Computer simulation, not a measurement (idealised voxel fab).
The following process module bears the name voxel tone inversion.
For reference, the cross-section in this document is cut, with width 190 nm and square cells of 5 nm.
In this document a cross-section is written as a grid of square cells. It is given as a series of bands, listed from the top down, and a band is one or more rows of cells.
The band entry comprises the height of the band's top followed by the height of its bottom, expressed in nm, and subsequently the band's materials from left to right, each stated together with its width in nm. Where a single material is marked with the word "everywhere", that material fills the band from edge to edge. The word "blank" represents empty space.
We count height from 0. Below that, the starting wafer is all one material. The lowest band never ends at the bottom but goes on down; see "z 0 and below" for how that is written.
A two-number width, for instance "30->40", indicates that the width is equal to the first number in the top row of the band and to the second number in the bottom row, and that it changes by a constant amount per row of cells.
No cell of the cross-section changed in a step that is given as "nothing was modified".
Closed empty spaces (no open way to the top) of 8 cells or more are what "Closed void inventory" lists, each as width x height at distance from the left edge, nm for all three.
On each step's line, the part that comes after the settings is the simulator's own comment on the step.
overlay nm, on a step with a mask: how far to the right of its planned place the mask lay; to the left if negative

The planned process steps are enumerated hereunder
1. RECEIVE: material Si
2. CONFORMAL_DEP: material SiN, thk nm 5
3. DIRECTIONAL_DEP: material polySi, thk nm 15
4. PATTERN: tone cover, mask id POSTS, material resist, width nm 15, pitch nm 45, thk nm 25, overlay nm 0
5. DIRECTIONAL_ETCH: etch materials polySi, depth nm 15
6. STRIP: etch materials resist
7. FILL_DEP: material SiO2, thk nm 5
8. CMP: height nm 20
9. STRIP: etch materials polySi

As received (post step 1): cross-section
  z 0 and below | Si everywhere
  Closed void inventory: none

a wafer at the end: this start, this plan, one mistake
  z 20 to 5 | 40 nm blank, then 15 nm SiO2, then 30 nm blank, then 15 nm SiO2, then 30 nm blank, then 15 nm SiO2, then 45 nm blank
  z 5 to 0 | SiN everywhere
  z 0 and below | Si everywhere
  Closed void inventory: none
Diagnosis: step 4 deviated from plan and actually ran as PATTERN: tone open, mask id POSTS, material resist, width nm 15, pitch nm 45, thk nm 25, overlay nm 0
